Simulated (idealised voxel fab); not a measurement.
This is a process module. Its name is voxel released beams.
Shown is cross-section cut, with a width of 165 nm and square cells of size 5 nm.
Cross-section layout: square cells on a grid; listed as bands, top to bottom; a band spans one or more cell rows. The band entry comprises the height of the band's top followed by the height of its bottom, expressed in nm, and subsequently the band's materials from left to right, each stated together with its width in nm. Where a single material is marked with the word "edge to edge", that material fills the band from edge to edge. The word "air" represents empty space. Heights are reckoned from 0. Under this level, the received wafer is all of one material. The bottommost band is open-ended downward, for example "0..down". When a width is written as two numbers, as in "30 to 40", the first number is the width in the top row of cells of the band and the second is the width in its bottom row, and the width changes by the same amount from each row to the next. Reading "stayed the same" for a step: not a cell of the cross-section changed in it. Enclosed empty spaces: empty space of 8 cells or more with no open way to the top, each as width x height at its distance from the left edge, in nm. Where a step's line continues beyond its settings, the continuation is a remark by the simulator itself on that step. Each step line may optionally specify "overlay nm", which for a step with a mask gives the rightward distance between the mask's planned place and where it lay, a negative value indicating the leftward direction.

### plan
1. RECEIVE [material Si]
2. CONFORMAL_DEP [material SiN] [thk nm 5]
3. DIRECTIONAL_DEP [material SiO2] [thk nm 20]
4. MASKED_ETCH [tone open] [mask id ANCHOR] [width nm 35] [etch materials SiO2] [depth nm 20] [overlay nm 0]
5. CONFORMAL_DEP [material polySi] [thk nm 15]
6. MASKED_ETCH [tone cover] [mask id BEAM] [width nm 95] [etch materials polySi] [depth nm 15] [overlay nm 0]
7. STRIP [etch materials SiO2]

### Wafer cross-section on receipt, i.e. after step 1
0..down: Si edge to edge
Enclosed empty spaces: none

### What the wafer looks like in cross-section after this module, when it starts as shown above and follows the plan above but one mistake is made in running it
40..25: air: 30 | polySi: 95 | air: 40
25..20: SiN edge to edge
20..0: SiO2 edge to edge
0..down: Si edge to edge
Enclosed empty spaces: none
Heads up, the wafer didn't run the way we planned it: so 2 and 3 got swapped relative to the plan, each ran where the other was supposed to
